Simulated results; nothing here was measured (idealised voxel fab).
process module | voxel trench capacitor
cross-section cut | 270 nm wide | cells 5 nm
A cross-section is a grid of square cells, given in bands from the top down. A band is one or more rows of cells.
Each band's line starts with the height of the band's top and of its bottom, in nm. Then come its materials from left to right, each with its width in nm. One material with "throughout" fills the band from edge to edge. "air" is empty space.
Height 0 is the level under which the wafer as received is all one material. The lowest band goes on downwards, as in "0 down".
A width such as "30 to 40" changes by the same amount from each row of cells to the next, from the band's top row to its bottom row.
"no change" after a step means that no cell of the cross-section changed.
closed voids: empty space of 8 cells or more with no open way to the top, each as width x height at its distance from the left edge, in nm
after a step's settings: what the simulator itself notes on the step
overlay nm, on a step with a mask: how far to the right of its planned place the mask lay; to the left if negative
plan
1 op RECEIVE | material Si
2 op CONFORMAL_DEP | material SiN | thk nm 10
3 op DIRECTIONAL_DEP | material aC | thk nm 15
4 op PATTERN | tone open | mask id TRENCH | material resist | width nm 25 | pitch nm 40 | thk nm 35 | overlay nm -15
5 op DIRECTIONAL_ETCH | etch materials aC | depth nm 15
6 op STRIP | etch materials resist
7 op DIRECTIONAL_ETCH | etch materials SiN | depth nm 10
8 op DIRECTIONAL_ETCH | etch materials Si | depth nm 30
9 op STRIP | etch materials aC
10 op CONFORMAL_DEP | material HfO2 | thk nm 5
11 op CONFORMAL_DEP | material TiN | thk nm 5
12 op FILL_DEP | material W | thk nm 5
13 op CMP | height nm 10
varied across the wafers: overlay nm of step 4. The plan shows the first wafer's value. All wafers start alike
first wafer as received, after step 1
  0 down: Si throughout
  closed voids: none
each wafer at the end: cells of each material gained (+) or lost (-) since it was received, then its closed voids
overlay nm -15 | +57 HfO2 | -90 Si | +78 SiN | +45 TiN | +18 W | closed voids: none
overlay nm -10 | +57 HfO2 | -90 Si | +78 SiN | +45 TiN | +18 W | closed voids: none
overlay nm -5 | +57 HfO2 | -90 Si | +78 SiN | +45 TiN | +18 W | closed voids: none
overlay nm 0 | +57 HfO2 | -90 Si | +78 SiN | +45 TiN | +18 W | closed voids: none
overlay nm 5 | +57 HfO2 | -90 Si | +78 SiN | +45 TiN | +18 W | closed voids: none
overlay nm 10 | +57 HfO2 | -90 Si | +78 SiN | +45 TiN | +18 W | closed voids: none
overlay nm 15 | +57 HfO2 | -90 Si | +78 SiN | +45 TiN | +18 W | closed voids: none
